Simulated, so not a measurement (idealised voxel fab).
The process module that follows is named voxel transistor to metal.
In the cross-section labelled cut, the width is 215 nm and each square cell is 5 nm.
A cross-section is a grid of square cells, given in bands from the top down. A band is one or more rows of cells. For a band, the entry starts with two heights in nm, that of the top and then that of the bottom, and carries on with the band's materials in order from left to right, each alongside its width in nm; the word "all across" beside a single material means it fills the band edge to edge, and "blank" means empty space. For the purposes of this specification, 0 denotes the height below which the wafer in its as-received condition is composed wholly of one material, and the lowermost band, lacking a lower limit, extends downward without end, as expressed in "0 nm and below". Width spec "30 to 40" -> top row of cells at first value, bottom row at second value, equal per-row change in between. Reading "nothing was modified" for a step: not a cell of the cross-section changed in it. "Fully sealed voids" - sealed voids, min. 8 cells, no opening to top; format: width x height at distance (distance from left edge; nm throughout). Text after the settings on a step's line: the simulator's own remark on that step. "overlay nm", when on a step's line for a step with a mask, measures how far to the right of its planned place the mask lay; a negative measure means to the left.
PLANNED PROCESS STEPS
1,RECEIVE,material Si
2,OXIDIZE,depth nm 5
3,CONFORMAL_DEP,material SiN,thk nm 10
4,DIRECTIONAL_DEP,material aC,thk nm 15
5,PATTERN,tone cover,mask id ACTIVE,material resist,width nm 115,thk nm 35,overlay nm 0
6,DIRECTIONAL_ETCH,etch materials aC,depth nm 15
7,STRIP,etch materials resist
8,DIRECTIONAL_ETCH,etch materials SiN,depth nm 10
9,DIRECTIONAL_ETCH,etch materials SiO2,depth nm 5
10,DIRECTIONAL_ETCH,etch materials Si,depth nm 25
11,STRIP,etch materials aC
12,FILL_DEP,material SiO2,thk nm 15
13,CMP,height nm 10
14,SELECTIVE_ETCH,etch materials SiO2,depth nm 5
15,STRIP,etch materials SiN
16,SELECTIVE_ETCH,etch materials SiO2,depth nm 5
17,OXIDIZE,depth nm 5
18,DIRECTIONAL_DEP,material polySi,thk nm 20
19,DIRECTIONAL_DEP,material SiCN,thk nm 15
20,MASKED_ETCH,tone cover,mask id GATE,width nm 25,etch materials SiCN,depth nm 25,overlay nm 0
21,MASKED_ETCH,tone cover,mask id GATE,width nm 25,etch materials polySi,depth nm 30,overlay nm 0
22,CONFORMAL_DEP,material SiO2,thk nm 5
23,DIRECTIONAL_ETCH,etch materials SiO2,depth nm 5
24,CONFORMAL_DEP,material SiN,thk nm 5
25,DIRECTIONAL_ETCH,etch materials SiN,depth nm 5
26,DIRECTIONAL_ETCH,etch materials SiO2,depth nm 5
27,DIRECTIONAL_ETCH,etch materials Si,depth nm 15
28,EPI,material nSi,thk nm 15
29,FILL_DEP,material SiO2,thk nm 5
30,CMP,height nm 30
31,DIRECTIONAL_DEP,material SiO2,thk nm 15
32,PATTERN,tone open,mask id CONTACT,material resist,width nm 20,pitch nm 75,thk nm 15,overlay nm 0
33,DIRECTIONAL_ETCH,etch materials SiO2,depth nm 40
34,STRIP,etch materials resist
35,CONFORMAL_DEP,material TiN,thk nm 5
36,FILL_DEP,material Ru,thk nm 10
37,CMP,height nm 45
38,DIRECTIONAL_DEP,material TiN,thk nm 5
39,DIRECTIONAL_DEP,material Ru,thk nm 15
40,DIRECTIONAL_DEP,material aC,thk nm 10
41,PATTERN,tone cover,mask id METAL_1,material resist,width nm 20,pitch nm 75,thk nm 25,overlay nm 0
42,DIRECTIONAL_ETCH,etch materials aC,depth nm 10
43,STRIP,etch materials resist
44,DIRECTIONAL_ETCH,etch materials Ru,depth nm 15
45,DIRECTIONAL_ETCH,etch materials TiN,depth nm 5
46,STRIP,etch materials aC
47,FILL_DEP,material lowk,thk nm 10
48,CMP,height nm 65
49,CONFORMAL_DEP,material SiN,thk nm 5
CROSS-SECTION OF THE WAFER AS IT CAME TO US, I.E., ALREADY THROUGH STEP 1
0 nm and below = Si all across
Fully sealed voids: none
FIRST WAFER AT THE END, AS PLANNED
70 nm to 65 nm = SiN all across
65 nm to 50 nm = lowk (60) / Ru (20) / lowk (55) / Ru (20) / lowk (60)
50 nm to 45 nm = lowk (60) / TiN (20) / lowk (55) / TiN (20) / lowk (60)
45 nm to 30 nm = SiO2 (60) / TiN (5) / Ru (10) / TiN (5) / SiO2 (55) / TiN (5) / Ru (10) / TiN (5) / SiO2 (60)
30 nm to 15 nm = SiO2 (60) / TiN (5) / Ru (10) / TiN (5) / SiO2 (5) / SiN (5) / SiO2 (5) / SiCN (25) / SiO2 (5) / SiN (5) / SiO2 (5) / TiN (5) / Ru (10) / TiN (5) / SiO2 (60)
15 nm to 10 nm = SiO2 (60) / TiN (5) / Ru (10) / TiN (5) / SiO2 (5) / SiN (5) / SiO2 (5) / polySi (25) / SiO2 (5) / SiN (5) / SiO2 (5) / TiN (5) / Ru (10) / TiN (5) / SiO2 (60)
10 nm to 5 nm = SiO2 (60) / TiN (20) / SiO2 (5) / SiN (5) / SiO2 (5) / polySi (25) / SiO2 (5) / SiN (5) / SiO2 (5) / TiN (20) / SiO2 (60)
5 nm to 0 nm = SiO2 (50) / nSi (35) / SiN (5) / SiO2 (5) / polySi (25) / SiO2 (5) / SiN (5) / nSi (35) / SiO2 (50)
0 nm to -5 nm = SiO2 (50) / SiN (5) / nSi (30) / SiN (5) / SiO2 (5) / polySi (25) / SiO2 (5) / SiN (5) / nSi (30) / SiN (5) / SiO2 (50)
-5 nm to -10 nm = SiO2 (55) / nSi (30) / SiO2 (45) / nSi (30) / SiO2 (55)
-10 nm to -25 nm = SiO2 (50) / Si (5) / nSi (30) / Si (45) / nSi (30) / Si (5) / SiO2 (50)
-25 nm to -30 nm = SiO2 (50) / Si (115) / SiO2 (50)
-30 nm and below = Si all across
Fully sealed voids: none
WAFER TWO (OF TWO), END-OF-MODULE CROSS-SECTION: START = WAFER ONE, PLAN = WAFER ONE, ONE RUN MISTAKE
70 nm to 65 nm = SiN all across
65 nm to 50 nm = lowk (60) / Ru (20) / lowk (55) / Ru (20) / lowk (60)
50 nm to 45 nm = lowk (60) / TiN (20) / lowk (55) / TiN (20) / lowk (60)
45 nm to 30 nm = SiO2 (60) / TiN (5) / Ru (10) / TiN (5) / SiO2 (55) / TiN (5) / Ru (10) / TiN (5) / SiO2 (60)
30 nm to 20 nm = SiO2 (60) / TiN (5) / Ru (10) / TiN (5) / SiO2 (5) / SiN (5) / SiO2 (5) / SiCN (25) / SiO2 (5) / SiN (5) / SiO2 (5) / TiN (5) / Ru (10) / TiN (5) / SiO2 (60)
20 nm to 10 nm = SiO2 (60) / TiN (5) / Ru (10) / TiN (5) / SiO2 (5) / SiN (5) / SiO2 (5) / polySi (25) / SiO2 (5) / SiN (5) / SiO2 (5) / TiN (5) / Ru (10) / TiN (5) / SiO2 (60)
10 nm to 5 nm = SiO2 (60) / TiN (20) / SiO2 (5) / SiN (5) / SiO2 (5) / polySi (25) / SiO2 (5) / SiN (5) / SiO2 (5) / TiN (20) / SiO2 (60)
5 nm to 0 nm = SiO2 (30) / nSi (20) / SiO2 (35) / SiN (5) / SiO2 (5) / polySi (25) / SiO2 (5) / SiN (5) / SiO2 (35) / nSi (20) / SiO2 (30)
0 nm to -5 nm = SiO2 (30) / nSi (15) / SiN (5) / SiO2 (115) / SiN (5) / nSi (15) / SiO2 (30)
-5 nm to -10 nm = SiO2 (30) / nSi (15) / SiO2 (125) / nSi (15) / SiO2 (30)
-10 nm to -25 nm = nSi (45) / Si (5) / SiO2 (115) / Si (5) / nSi (45)
-25 nm to -30 nm = Si (50) / SiO2 (115) / Si (50)
-30 nm and below = Si all across
Fully sealed voids: none
So what did we get wrong on this run? step 5, actual vs plan mismatch, actual run PATTERN,tone open,mask id ACTIVE,material resist,width nm 115,thk nm 35,overlay nm 0
At the finish, the second wafer shows more or fewer cells for some materials than the first does: -30 Si | -5 SiCN | -2 SiN | +37 SiO2
